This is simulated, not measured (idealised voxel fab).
voxel wiring stack: a process module
Displayed cross-section: cut, width of 195 nm, square cells sized 5 nm.
Cross-section spec: square-cell grid; bands listed top down; each band is one or more rows.
Top, bottom (nm), then materials left to right with widths (nm); lone material tagged "full width" fills the whole band edge to edge; "air" = empty space.
Beneath 0, the wafer as received is one material, and that level is where height counting begins. The lowest band goes on downward without a bottom; it is written like "from 0 down".
Width spec "30->40" -> top row of cells at first value, bottom row at second value, equal per-row change in between.
A step reported as "no modifications" is a step in which no cell of the cross-section changed.
"Fully closed voids": empty spaces of 8 cells or more with no open way to the top, each given as width x height at distance, distance from the left edge, all in nm.
after a step's settings: what the simulator itself notes on the step
overlay nm: mask right of planned place by this much (step with mask). Neg. = left.

**Steps planned for the process**
| 1 | RECEIVE: material Si |
| 2 | CONFORMAL_DEP: material SiO2, thk nm 15 |
| 3 | CONFORMAL_DEP: material SiN, thk nm 5 |
| 4 | DIRECTIONAL_DEP: material lowk, thk nm 25 |
| 5 | PATTERN: tone open, mask id METAL_1, material resist, width nm 25, pitch nm 45, thk nm 20, overlay nm 0 |
| 6 | DIRECTIONAL_ETCH: etch materials lowk, depth nm 25 |
| 7 | DIRECTIONAL_ETCH: etch materials SiN, depth nm 5 |
| 8 | STRIP: etch materials resist |
| 9 | CONFORMAL_DEP: material TiN, thk nm 5 |
| 10 | FILL_DEP: material Cu, thk nm 5 |
| 11 | CMP: height nm 45 |
| 12 | CONFORMAL_DEP: material SiCN, thk nm 5 |
| 13 | DIRECTIONAL_DEP: material SiO2, thk nm 10 |
| 14 | MASKED_ETCH: tone open, mask id PLUG_1, width nm 15, pitch nm 90, etch materials SiO2, depth nm 10, overlay nm 0 |
| 15 | MASKED_ETCH: tone open, mask id PLUG_1, width nm 15, pitch nm 90, etch materials SiCN, depth nm 5, overlay nm 0 |
| 16 | EPI: material Ru, thk nm 10 |
| 17 | EPI: material Ru, thk nm 5 |
| 18 | CONFORMAL_DEP: material SiN, thk nm 5 |
| 19 | DIRECTIONAL_DEP: material lowk, thk nm 15 |
| 20 | PATTERN: tone open, mask id METAL_2, material resist, width nm 25, pitch nm 45, thk nm 15, overlay nm 0 |
| 21 | DIRECTIONAL_ETCH: etch materials lowk, depth nm 15 |
| 22 | DIRECTIONAL_ETCH: etch materials SiN, depth nm 5 |
| 23 | STRIP: etch materials resist |
| 24 | CONFORMAL_DEP: material TiN, thk nm 5 |
| 25 | FILL_DEP: material Cu, thk nm 5 |
| 26 | CMP: height nm 80 |
| 27 | CONFORMAL_DEP: material SiCN, thk nm 5 |

**Shown in cross-section is the wafer as received, that is, as it stands after step 1**
> from 0 down  Si full width
> Fully closed voids: none

**Cross-section taken at module completion on the first of two wafers; processed per the plan**
> from 85 to 80  SiCN full width
> from 80 to 65  15 lowk / 5 TiN / 15 Cu / 5 TiN / 20 lowk / 5 TiN / 15 Cu / 5 TiN / 20 lowk / 5 TiN / 15 Cu / 5 TiN / 20 lowk / 5 TiN / 15 Cu / 5 TiN / 20 lowk
> from 65 to 60  15 SiN / 25 TiN / 20 SiN / 25 TiN / 20 SiN / 25 TiN / 20 SiN / 25 TiN / 20 SiN
> from 60 to 50  15 SiO2 / 15 Ru / 75 SiO2 / 15 Ru / 75 SiO2
> from 50 to 45  15 SiCN / 15 Ru / 75 SiCN / 15 Ru / 75 SiCN
> from 45 to 20  15 lowk / 5 TiN / 15 Cu / 5 TiN / 20 lowk / 5 TiN / 15 Cu / 5 TiN / 20 lowk / 5 TiN / 15 Cu / 5 TiN / 20 lowk / 5 TiN / 15 Cu / 5 TiN / 20 lowk
> from 20 to 15  15 SiN / 25 TiN / 20 SiN / 25 TiN / 20 SiN / 25 TiN / 20 SiN / 25 TiN / 20 SiN
> from 15 to 0  SiO2 full width
> from 0 down  Si full width
> Fully closed voids: none

**Cross-sectional view of the second of two wafers upon completion of the module. This wafer shared its starting condition and process plan with the first; one error was made during its execution**
> from 85 to 80  SiCN full width
> from 80 to 65  15 lowk / 5 TiN / 15 Cu / 5 TiN / 20 lowk / 5 TiN / 15 Cu / 5 TiN / 20 lowk / 5 TiN / 15 Cu / 5 TiN / 20 lowk / 5 TiN / 15 Cu / 5 TiN / 20 lowk
> from 65 to 60  15 SiN / 25 TiN / 20 SiN / 25 TiN / 20 SiN / 25 TiN / 20 SiN / 25 TiN / 20 SiN
> from 60 to 50  15 SiO2 / 15 Ru / 75 SiO2 / 15 Ru / 75 SiO2
> from 50 to 45  15 SiCN / 15 Ru / 75 SiCN / 15 Ru / 75 SiCN
> from 45 to 25  15 lowk / 5 TiN / 15 Cu / 5 TiN / 20 lowk / 5 TiN / 15 Cu / 5 TiN / 20 lowk / 5 TiN / 15 Cu / 5 TiN / 20 lowk / 5 TiN / 15 Cu / 5 TiN / 20 lowk
> from 25 to 20  15 lowk / 25 TiN / 20 lowk / 25 TiN / 20 lowk / 25 TiN / 20 lowk / 25 TiN / 20 lowk
> from 20 to 5  SiO2 full width
> from 5 to 0  SiN full width
> from 0 down  Si full width
> Fully closed voids: none
Nonconformance to the process plan: ran 2 and 3 in swapped order versus the plan
It is noted that, at the conclusion of processing, the second wafer exhibits a higher or lower cell count for certain materials relative to the first: Cu: 12 fewer; SiN: 20 more; TiN: 8 fewer
